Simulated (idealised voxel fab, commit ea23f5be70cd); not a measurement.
Herein follows the process module entitled voxel released beams.
Square cell edge 5 nm, section width 200 nm, ID cut.
For the purposes of this document, a cross-section shall be understood as a grid of square cells, specified as bands listed in top-to-bottom order, each band consisting of one or more rows of cells.
The band entry comprises the height of the band's top followed by the height of its bottom, expressed in nm, and subsequently the band's materials from left to right, each stated together with its width in nm. Where a single material is marked with the word "everywhere", that material fills the band from edge to edge. The word "blank" represents empty space.
Convention: height 0 is the level below which the wafer, as received, is all one material. The lowest band does not terminate at the bottom but continues downward, represented as "0..down".
The width entry "30..40" should be interpreted row by row: the top row of cells in the band takes the first number, the bottom row takes the second number, and the change between adjacent rows is uniform throughout.
"remained the same" (step): cross-section cells unchanged, all of them.
The entry titled "Unvented voids" provides the empty spaces that have no open way to the top, restricted to those of 8 cells or more. Each is presented as width x height at distance, the distance being measured from the left edge, with all three in nm.
Formally, on a step line, whatever follows the settings is a remark that the simulator itself makes on the step.
"overlay nm" denotes, for a step that has a mask, the displacement of the mask to the right of its planned place, with negative values corresponding to the left.

THE PROCESS STEPS THAT WERE PLANNED ARE LISTED BELOW
- 1: RECEIVE (material Si)
- 2: CONFORMAL_DEP (material SiN; thk nm 5)
- 3: DIRECTIONAL_DEP (material SiO2; thk nm 15)
- 4: DIRECTIONAL_DEP (material aC; thk nm 15)
- 5: PATTERN (tone open; mask id ANCHOR; material resist; width nm 45; thk nm 30; overlay nm 0)
- 6: DIRECTIONAL_ETCH (etch materials aC; depth nm 15)
- 7: STRIP (etch materials resist)
- 8: DIRECTIONAL_ETCH (etch materials SiO2; depth nm 15)
- 9: STRIP (etch materials aC)
- 10: CONFORMAL_DEP (material W; thk nm 15)
- 11: PATTERN (tone cover; mask id BEAM; material resist; width nm 90; thk nm 20; overlay nm 0)
- 12: DIRECTIONAL_ETCH (etch materials W; depth nm 15)
- 13: STRIP (etch materials resist)
- 14: STRIP (etch materials SiO2)

THE FIRST OF THE TWO WAFERS, WHICH RAN AS PLANNED

CROSS-SECTION OF THE WAFER UPON ARRIVAL, REPRESENTING THE STATE REACHED AFTER STEP 1
  0..down = Si everywhere
  Unvented voids: none

PRESENTED HERE IS A CROSS-SECTION OF THE WAFER AFTER STEP 2 HAS BEEN PERFORMED
  5..0 = SiN everywhere
  Whatever lies below 0 is exactly as it was before.

PRESENTED HERE IS A CROSS-SECTION OF THE WAFER AFTER STEP 3 HAS BEEN PERFORMED
  20..5 = SiO2 everywhere
  Whatever lies below 5 is exactly as it was before.

PRESENTED HERE IS A CROSS-SECTION OF THE WAFER AFTER STEP 4 HAS BEEN PERFORMED
  35..20 = aC everywhere
  Whatever lies below 20 is exactly as it was before.

PRESENTED HERE IS A CROSS-SECTION OF THE WAFER AFTER STEP 5 HAS BEEN PERFORMED
  65..35 = resist (55) | blank (45) | resist (100)
  Whatever lies below 35 is exactly as it was before.

PRESENTED HERE IS A CROSS-SECTION OF THE WAFER AFTER STEP 6 HAS BEEN PERFORMED
  50..35 = resist (55) | blank (45) | resist (100)
  35..20 = aC (55) | blank (45) | aC (100)
  Whatever lies below 20 is exactly as it was before.

PRESENTED HERE IS A CROSS-SECTION OF THE WAFER AFTER STEP 7 HAS BEEN PERFORMED
  35..20 = aC (55) | blank (45) | aC (100)
  Whatever lies below 20 is exactly as it was before.

PRESENTED HERE IS A CROSS-SECTION OF THE WAFER AFTER STEP 8 HAS BEEN PERFORMED
  35..20 = aC (55) | blank (45) | aC (100)
  20..5 = SiO2 (55) | blank (45) | SiO2 (100)
  Whatever lies below 5 is exactly as it was before.

PRESENTED HERE IS A CROSS-SECTION OF THE WAFER AFTER STEP 9 HAS BEEN PERFORMED
  20..5 = SiO2 (55) | blank (45) | SiO2 (100)
  Whatever lies below 5 is exactly as it was before.

PRESENTED HERE IS A CROSS-SECTION OF THE WAFER AFTER STEP 10 HAS BEEN PERFORMED
  35..20 = W (70) | blank (15) | W (115)
  20..5 = SiO2 (55) | W (45) | SiO2 (100)
  Whatever lies below 5 is exactly as it was before.

PRESENTED HERE IS A CROSS-SECTION OF THE WAFER AFTER STEP 11 HAS BEEN PERFORMED
  55..35 = blank (50) | resist (90) | blank (60)
  35..20 = W (70) | resist (15) | W (115)
  Whatever lies below 20 is exactly as it was before.

PRESENTED HERE IS A CROSS-SECTION OF THE WAFER AFTER STEP 12 HAS BEEN PERFORMED
  55..35 = blank (50) | resist (90) | blank (60)
  35..20 = blank (50) | W (20) | resist (15) | W (55) | blank (60)
  Whatever lies below 20 is exactly as it was before.

PRESENTED HERE IS A CROSS-SECTION OF THE WAFER AFTER STEP 13 HAS BEEN PERFORMED
  35..20 = blank (50) | W (20) | blank (15) | W (55) | blank (60)
  Whatever lies below 20 is exactly as it was before.

PRESENTED HERE IS A CROSS-SECTION OF THE WAFER AFTER STEP 14 HAS BEEN PERFORMED
  35..20 = blank (50) | W (20) | blank (15) | W (55) | blank (60)
  20..5 = blank (55) | W (45) | blank (100)
  Whatever lies below 5 is exactly as it was before.

IT IS TO BE NOTED THAT THE SECOND WAFER PROCEEDED FROM THE SAME INITIAL STATE AND ACCORDING TO THE SAME PLAN AS THE FIRST, ALTHOUGH ONE MISTAKE WAS COMMITTED IN ITS EXECUTION; THROUGH STEP 1, INCLUSIVE, THE TWO WAFERS SHARE AN IDENTICAL HISTORY

WHAT THE SECOND WAFER LOOKS LIKE IN CROSS-SECTION WHEN STEP 2 SHOULD HAVE WRAPPED UP
  15..0 = SiO2 everywhere
  Whatever lies below 0 is exactly as it was before.

WHAT THE SECOND WAFER LOOKS LIKE IN CROSS-SECTION WHEN STEP 3 SHOULD HAVE WRAPPED UP
  20..15 = SiN everywhere
  Whatever lies below 15 is exactly as it was before.

WHAT THE SECOND WAFER LOOKS LIKE IN CROSS-SECTION WHEN STEP 4 SHOULD HAVE WRAPPED UP
  35..20 = aC everywhere
  Whatever lies below 20 is exactly as it was before.

WHAT THE SECOND WAFER LOOKS LIKE IN CROSS-SECTION WHEN STEP 5 SHOULD HAVE WRAPPED UP
  65..35 = resist (55) | blank (45) | resist (100)
  Whatever lies below 35 is exactly as it was before.

WHAT THE SECOND WAFER LOOKS LIKE IN CROSS-SECTION WHEN STEP 6 SHOULD HAVE WRAPPED UP
  50..35 = resist (55) | blank (45) | resist (100)
  35..20 = aC (55) | blank (45) | aC (100)
  Whatever lies below 20 is exactly as it was before.

WHAT THE SECOND WAFER LOOKS LIKE IN CROSS-SECTION WHEN STEP 7 SHOULD HAVE WRAPPED UP
  35..20 = aC (55) | blank (45) | aC (100)
  Whatever lies below 20 is exactly as it was before.

What the second wafer looks like in cross-section when step 8 should have wrapped up: remained the same

WHAT THE SECOND WAFER LOOKS LIKE IN CROSS-SECTION WHEN STEP 9 SHOULD HAVE WRAPPED UP
  20..15 = SiN everywhere
  Whatever lies below 15 is exactly as it was before.

WHAT THE SECOND WAFER LOOKS LIKE IN CROSS-SECTION WHEN STEP 10 SHOULD HAVE WRAPPED UP
  35..20 = W everywhere
  Whatever lies below 20 is exactly as it was before.

WHAT THE SECOND WAFER LOOKS LIKE IN CROSS-SECTION WHEN STEP 11 SHOULD HAVE WRAPPED UP
  55..35 = blank (50) | resist (90) | blank (60)
  Whatever lies below 35 is exactly as it was before.

WHAT THE SECOND WAFER LOOKS LIKE IN CROSS-SECTION WHEN STEP 12 SHOULD HAVE WRAPPED UP
  55..35 = blank (50) | resist (90) | blank (60)
  35..20 = blank (50) | W (90) | blank (60)
  Whatever lies below 20 is exactly as it was before.

WHAT THE SECOND WAFER LOOKS LIKE IN CROSS-SECTION WHEN STEP 13 SHOULD HAVE WRAPPED UP
  35..20 = blank (50) | W (90) | blank (60)
  Whatever lies below 20 is exactly as it was before.

What the second wafer looks like in cross-section when step 14 should have wrapped up: remained the same
Deviation noted in wafer processing: steps 2 and 3 of the plan were run in the wrong order, each in the other's place
End check, counted in cells, second wafer has more or fewer of these materials than the first: 120 more of SiO2; 18 fewer of W
